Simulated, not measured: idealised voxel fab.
process module | voxel spacer lines
cross-section cut | 220 nm wide | cells 5 nm
A cross-section is a grid of square cells, given in bands from the top down. A band is one or more rows of cells.
Each band's line starts with the height of the band's top and of its bottom, in nm. Then come its materials from left to right, each with its width in nm. One material with "throughout" fills the band from edge to edge. "air" is empty space.
Height 0 is the level under which the wafer as received is all one material. The lowest band goes on downwards, as in "0 down".
A width such as "30 to 40" changes by the same amount from each row of cells to the next, from the band's top row to its bottom row.
"no change" after a step means that no cell of the cross-section changed.
closed voids: empty space of 8 cells or more with no open way to the top, each as width x height at its distance from the left edge, in nm
after a step's settings: what the simulator itself notes on the step
overlay nm, on a step with a mask: how far to the right of its planned place the mask lay; to the left if negative
plan
1 op RECEIVE | material Si
2 op CONFORMAL_DEP | material Al2O3 | thk nm 10
3 op DIRECTIONAL_DEP | material TiN | thk nm 15
4 op DIRECTIONAL_DEP | material polySi | thk nm 30
5 op PATTERN | tone cover | mask id MANDREL | material resist | width nm 25 | pitch nm 70 | thk nm 35 | overlay nm -15
6 op DIRECTIONAL_ETCH | etch materials polySi | depth nm 30
7 op STRIP | etch materials resist
8 op CONFORMAL_DEP | material SiO2 | thk nm 10
9 op DIRECTIONAL_ETCH | etch materials SiO2 | depth nm 10
10 op STRIP | etch materials polySi
11 op DIRECTIONAL_ETCH | etch materials TiN | depth nm 15
12 op STRIP | etch materials SiO2
13 op FILL_DEP | material SiO2 | thk nm 5
14 op CMP | height nm 25
varied across the wafers: overlay nm of step 5. The plan shows the first wafer's value. All wafers start alike
first wafer as received, after step 1
  0 down: Si throughout
  closed voids: none
each wafer at the end: cells of each material gained (+) or lost (-) since it was received, then its closed voids
overlay nm -15 | +88 Al2O3 | +108 SiO2 | +24 TiN | closed voids: none
overlay nm -10 | +88 Al2O3 | +108 SiO2 | +24 TiN | closed voids: none
overlay nm -5 | +88 Al2O3 | +108 SiO2 | +24 TiN | closed voids: none
overlay nm 0 | +88 Al2O3 | +108 SiO2 | +24 TiN | closed voids: none
overlay nm 5 | +88 Al2O3 | +108 SiO2 | +24 TiN | closed voids: none
overlay nm 10 | +88 Al2O3 | +108 SiO2 | +24 TiN | closed voids: none
overlay nm 15 | +88 Al2O3 | +108 SiO2 | +24 TiN | closed voids: none
